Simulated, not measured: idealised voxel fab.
process module | voxel gate over fins
cross-section cut | 250 nm wide | cells 5 nm
A cross-section is a grid of square cells, given in bands from the top down. A band is one or more rows of cells.
Each band's line starts with the height of the band's top and of its bottom, in nm. Then come its materials from left to right, each with its width in nm. One material with "throughout" fills the band from edge to edge. "air" is empty space.
Height 0 is the level under which the wafer as received is all one material. The lowest band goes on downwards, as in "0 down".
A width such as "30 to 40" changes by the same amount from each row of cells to the next, from the band's top row to its bottom row.
"no change" after a step means that no cell of the cross-section changed.
closed voids: empty space of 8 cells or more with no open way to the top, each as width x height at its distance from the left edge, in nm
after a step's settings: what the simulator itself notes on the step
overlay nm, on a step with a mask: how far to the right of its planned place the mask lay; to the left if negative
Each pair below shows a cross-section before one step and the cross-section after it, down to the lowest band that changed. The line under each pair gives the step between them, with its settings. The pairs can come from different runs of this module on the same starting wafer, so a pair continues from the pair above only where its "before" says so.
before
  25 to 10: W throughout
  10 to 5: TiN 105 | W 5 | TiN 30 | W 5 | TiN 105
  5 to 0: HfO2 100 | TiN 5 | W 5 | TiN 5 | HfO2 20 | TiN 5 | W 5 | TiN 5 | HfO2 100
  0 to -5: Si 95 | HfO2 5 | TiN 5 | W 5 | TiN 5 | HfO2 5 | Si 10 | HfO2 5 | TiN 5 | W 5 | TiN 5 | HfO2 5 | Si 95
  -5 to -10: Si 95 | HfO2 5 | TiN 15 | HfO2 5 | Si 10 | HfO2 5 | TiN 15 | HfO2 5 | Si 95
  -10 to -15: Si 95 | HfO2 25 | Si 10 | HfO2 25 | Si 95
  -15 to -35: Si 95 | SiO2 25 | Si 10 | SiO2 25 | Si 95
  -35 down: Si throughout
  closed voids: none
after
  20 to 10: W throughout
  below 10: unchanged
  closed voids: none
the step between: op CMP | height nm 20
before: the cross-section after the pair above
after
  25 to 20: SiCN throughout
  below 20: unchanged
  closed voids: none
the step between: op CONFORMAL_DEP | material SiCN | thk nm 5
